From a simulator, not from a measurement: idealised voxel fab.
A process module follows: voxel self aligned vias.
The figure presents cross-section cut, which has a width of 170 nm and is divided into square cells with an edge length of 5 nm.
Cross-sections here: square-cell grids, written as top-down lists of bands, a band being one or more rows of cells.
Band entry format. Leading values: height of top, height of bottom, nm. Remainder: materials in left-to-right order, each with its width in nm. Special words: "everywhere" on a single material, which then fills the band edge to edge; "air", empty space.
Note: height 0 marks the level under which the wafer is uniformly one material as received. Lowest band unbounded below, written "z 0 and below".
Quick explanation for "30 to 40": the width changes in equal steps down the rows of cells, from the first number in the band's top row to the second number in its bottom row.
Where a step carries "changes: none", the cross-section came out of it unchanged, cell for cell.
"Catalogued sealed voids" enumerates empty spaces isolated from the top, with no open way to it, that contain at least 8 cells, giving each as width x height at distance from the left edge, all three in nm.
Where a step's line continues beyond its settings, the continuation is a remark by the simulator itself on that step.
"overlay nm" on a masked step: distance the mask lay right of its planned place, negative for left.
-- This section lists the process steps that were planned
| 1 | RECEIVE [material Si] |
| 2 | CONFORMAL_DEP [material SiO2] [thk nm 15] |
| 3 | CONFORMAL_DEP [material SiCN] [thk nm 5] |
| 4 | DIRECTIONAL_DEP [material SiO2] [thk nm 30] |
| 5 | MASKED_ETCH [tone open] [mask id LINES] [width nm 30] [pitch nm 75] [etch materials SiO2] [depth nm 30] [overlay nm 0] |
| 6 | CONFORMAL_DEP [material TiN] [thk nm 5] |
| 7 | FILL_DEP [material W] [thk nm 5] |
| 8 | CMP [height nm 50] |
| 9 | SELECTIVE_ETCH [etch materials W Ru TiN] [depth nm 10] |
| 10 | FILL_DEP [material SiN] [thk nm 5] |
| 11 | CMP [height nm 50] |
| 12 | DIRECTIONAL_DEP [material SiO2] [thk nm 20] |
| 13 | PATTERN [tone open] [mask id VIAS] [material resist] [width nm 50] [pitch nm 75] [thk nm 20] [overlay nm 0] |
| 14 | DIRECTIONAL_ETCH [etch materials SiO2] [depth nm 20] |
| 15 | DIRECTIONAL_ETCH [etch materials SiN] [depth nm 10] |
| 16 | STRIP [etch materials resist] |
| 17 | CONFORMAL_DEP [material TiN] [thk nm 5] |
| 18 | FILL_DEP [material Cu] [thk nm 5] |
| 19 | CMP [height nm 70] |
| 20 | CONFORMAL_DEP [material SiCN] [thk nm 5] |
-- Cross-section of the incoming wafer, state after step 1
  z 0 and below  Si everywhere
  Catalogued sealed voids: none
-- The following cross-section depicts the wafer upon conclusion of the module. Processing commenced from the starting condition illustrated above and adhered to the plan illustrated above, save for one mistake in execution
  z 75 to 70  SiCN everywhere
  z 70 to 55  20 nm SiO2  5 nm TiN  40 nm Cu  5 nm TiN  25 nm SiO2  5 nm TiN  40 nm Cu  5 nm TiN  25 nm SiO2
  z 55 to 45  20 to 30 nm SiO2  15 to 5 nm TiN  20 nm Cu  15 to 5 nm TiN  25 to 45 nm SiO2  15 to 5 nm TiN  20 nm Cu  15 to 5 nm TiN  25 to 35 nm SiO2
  z 45 to 35  30 nm SiO2  30 nm TiN  45 nm SiO2  30 nm TiN  35 nm SiO2
  z 35 to 30  SiCN everywhere
  z 30 to 0  SiO2 everywhere
  z 0 and below  Si everywhere
  Catalogued sealed voids: none
Plan not followed: twice over, step 2 of the plan was run
